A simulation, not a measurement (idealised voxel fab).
Presented below is a process module, voxel tone inversion.
For reference, the cross-section in this document is cut, with width 235 nm and square cells of 5 nm.
Heads up, the way a cross-section reads in here is a grid of square cells, handed over as bands from the top down, with every band being one or more rows of cells.
Band entry format. Leading values: height of top, height of bottom, nm. Remainder: materials in left-to-right order, each with its width in nm. Special words: "full width" on a single material, which then fills the band edge to edge; "air", empty space.
Counting heights begins at 0, where everything beneath is, in the wafer as received, one material. The lowest band has no bottom; it goes on downwards, as "z 0 and below" shows.
The width entry "30..40" should be interpreted row by row: the top row of cells in the band takes the first number, the bottom row takes the second number, and the change between adjacent rows is uniform throughout.
The cross-section has no changed cell in any step marked "remained unchanged".
The entry titled "Cavities, sealed" provides the empty spaces that have no open way to the top, restricted to those of 8 cells or more. Each is presented as width x height at distance, the distance being measured from the left edge, with all three in nm.
On each step's line, the part that comes after the settings is the simulator's own comment on the step.
What "overlay nm" on a step's line means: if the step has a mask, that mask lay this far to the right of its planned place, or, when the value is negative, to the left.

THIS SECTION LISTS THE PROCESS STEPS THAT WERE PLANNED
| 1 | RECEIVE [material Si] |
| 2 | CONFORMAL_DEP [material SiCN] [thk nm 5] |
| 3 | DIRECTIONAL_DEP [material aC] [thk nm 15] |
| 4 | PATTERN [tone cover] [mask id POSTS] [material resist] [width nm 20] [pitch nm 45] [thk nm 25] [overlay nm 0] |
| 5 | DIRECTIONAL_ETCH [etch materials aC] [depth nm 15] |
| 6 | STRIP [etch materials resist] |
| 7 | FILL_DEP [material SiO2] [thk nm 5] |
| 8 | CMP [height nm 20] |
| 9 | STRIP [etch materials aC] |
| 10 | CONFORMAL_DEP [material TiN] [thk nm 5] |
| 11 | FILL_DEP [material W] [thk nm 10] |
| 12 | CMP [height nm 20] |
| 13 | CONFORMAL_DEP [material SiN] [thk nm 5] |

RECEIVED-STATE CROSS-SECTION, REFLECTING COMPLETION OF STEP 1
> z 0 and below  Si full width
> Cavities, sealed: none

CROSS-SECTIONAL VIEW OF THE FIRST OF THE TWO WAFERS UPON COMPLETION OF THE MODULE, PROCESSED IN ACCORDANCE WITH THE PLAN
> z 25 to 20  SiN full width
> z 20 to 10  85 nm SiO2 / 5 nm TiN / 10 nm W / 5 nm TiN / 25 nm SiO2 / 5 nm TiN / 10 nm W / 5 nm TiN / 85 nm SiO2
> z 10 to 5  85 nm SiO2 / 20 nm TiN / 25 nm SiO2 / 20 nm TiN / 85 nm SiO2
> z 5 to 0  SiCN full width
> z 0 and below  Si full width
> Cavities, sealed: none

CROSS-SECTION, SECOND WAFER: SAME START AS THE FIRST, SAME PLAN AS THE FIRST, ONE MISTAKE IN RUNNING IT; TAKEN AT THE END OF THE MODULE
> z 25 to 20  TiN full width
> z 20 to 10  85 nm SiO2 / 5 nm TiN / 10 nm W / 5 nm TiN / 25 nm SiO2 / 5 nm TiN / 10 nm W / 5 nm TiN / 85 nm SiO2
> z 10 to 5  85 nm SiO2 / 20 nm TiN / 25 nm SiO2 / 20 nm TiN / 85 nm SiO2
> z 5 to 0  SiCN full width
> z 0 and below  Si full width
> Cavities, sealed: none
It is concluded that the wafer was processed incorrectly with respect to the plan, in that step 13 was not run as planned; what actually ran was CONFORMAL_DEP [material TiN] [thk nm 5]
Wrapping up, a cell-based count of both wafers puts the second over or under the first for these materials: SiN: 47 fewer | TiN: 47 more
